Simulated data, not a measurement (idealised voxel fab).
Process module heading - voxel ribs on slabs
Cross-section cut: width 290 nm, square cells of 5 nm.
Cross-section = grid of square cells, listed top down in bands; band = one or more rows. Heights first: top, then bottom, in nm. Then materials, left to right, each with a width in nm. "throughout" on a single material: fills the band edge to edge. "air": empty space. Where do heights start? At 0: under that level the wafer as delivered is made of one material only. And the lowest band has no floor; it just carries on downward, as in "from 0 down". Read "30..40" as a graded width: first number on top, second number at the bottom, same change between each pair of neighbouring rows. You'll sometimes find "remains unaltered" written for a step, and that's the way of saying that nowhere in the cross-section did a cell change during that step. "Entrapped void list" enumerates empty spaces isolated from the top, with no open way to it, that contain at least 8 cells, giving each as width x height at distance from the left edge, all three in nm. Past the settings on a step's line: simulator remark, on that step. A step's line can hold "overlay nm"; with a mask on that step, the setting says how far right of the planned place the mask lay, while a negative setting says it lay to the left.
INTENDED PROCESS STEPS
- 1: RECEIVE,material Si
- 2: DIRECTIONAL_DEP,material SiO2,thk nm 25
- 3: DIRECTIONAL_DEP,material polySi,thk nm 20
- 4: PATTERN,tone cover,mask id RIB,material resist,width nm 20,thk nm 15,overlay nm 0
- 5: DIRECTIONAL_ETCH,etch materials polySi,depth nm 15
- 6: STRIP,etch materials resist
- 7: PATTERN,tone cover,mask id SLAB,material resist,width nm 70,thk nm 15,overlay nm 0
- 8: DIRECTIONAL_ETCH,etch materials polySi,depth nm 5
- 9: STRIP,etch materials resist
- 10: FILL_DEP,material SiO2,thk nm 15
- 11: CMP,height nm 55
- 12: DIRECTIONAL_DEP,material W,thk nm 10
- 13: MASKED_ETCH,tone cover,mask id HEATER,width nm 30,etch materials W,depth nm 10,overlay nm 0
- 14: CONFORMAL_DEP,material SiN,thk nm 5
Variable across wafers: step 7 width nm (plan value is that of the first wafer; starting state common to all).
THE FIRST OF SEVERAL WAFERS IN CROSS-SECTION, EXACTLY AS IT REACHED US AFTER STEP 1
> from 0 down  Si throughout
> Entrapped void list: none
TAKE A LOOK AT THE FIRST OF SEVERAL WAFERS IN CROSS-SECTION: THE MODULE IS DONE, AND STEP 14 WAS ITS LAST STEP
> from 70 to 65  air 125 nm | SiN 40 nm | air 125 nm
> from 65 to 60  air 125 nm | SiN 5 nm | W 30 nm | SiN 5 nm | air 125 nm
> from 60 to 55  SiN 130 nm | W 30 nm | SiN 130 nm
> from 55 to 45  SiO2 throughout
> from 45 to 30  SiO2 135 nm | polySi 20 nm | SiO2 135 nm
> from 30 to 25  SiO2 110 nm | polySi 70 nm | SiO2 110 nm
> from 25 to 0  SiO2 throughout
> from 0 down  Si throughout
> Entrapped void list: none
LAST WAFER AT THE END
> from 70 to 65  air 125 nm | SiN 40 nm | air 125 nm
> from 65 to 60  air 125 nm | SiN 5 nm | W 30 nm | SiN 5 nm | air 125 nm
> from 60 to 55  SiN 130 nm | W 30 nm | SiN 130 nm
> from 55 to 45  SiO2 throughout
> from 45 to 30  SiO2 135 nm | polySi 20 nm | SiO2 135 nm
> from 30 to 25  SiO2 100 nm | polySi 95 nm | SiO2 95 nm
> from 25 to 0  SiO2 throughout
> from 0 down  Si throughout
> Entrapped void list: none
BELOW: A ROW PER WAFER. CONTENTS AT END OF MODULE: FOR EVERY MATERIAL, CELLS GAINED SINCE RECEIPT (+) OR LOST SINCE RECEIPT (-); THEN CLOSED VOIDS
width nm 70 | +62 SiN | +612 SiO2 | +12 W | +26 polySi | Entrapped void list: none
width nm 75 | +62 SiN | +611 SiO2 | +12 W | +27 polySi | Entrapped void list: none
width nm 80 | +62 SiN | +610 SiO2 | +12 W | +28 polySi | Entrapped void list: none
width nm 85 | +62 SiN | +609 SiO2 | +12 W | +29 polySi | Entrapped void list: none
width nm 90 | +62 SiN | +608 SiO2 | +12 W | +30 polySi | Entrapped void list: none
width nm 95 | +62 SiN | +607 SiO2 | +12 W | +31 polySi | Entrapped void list: none
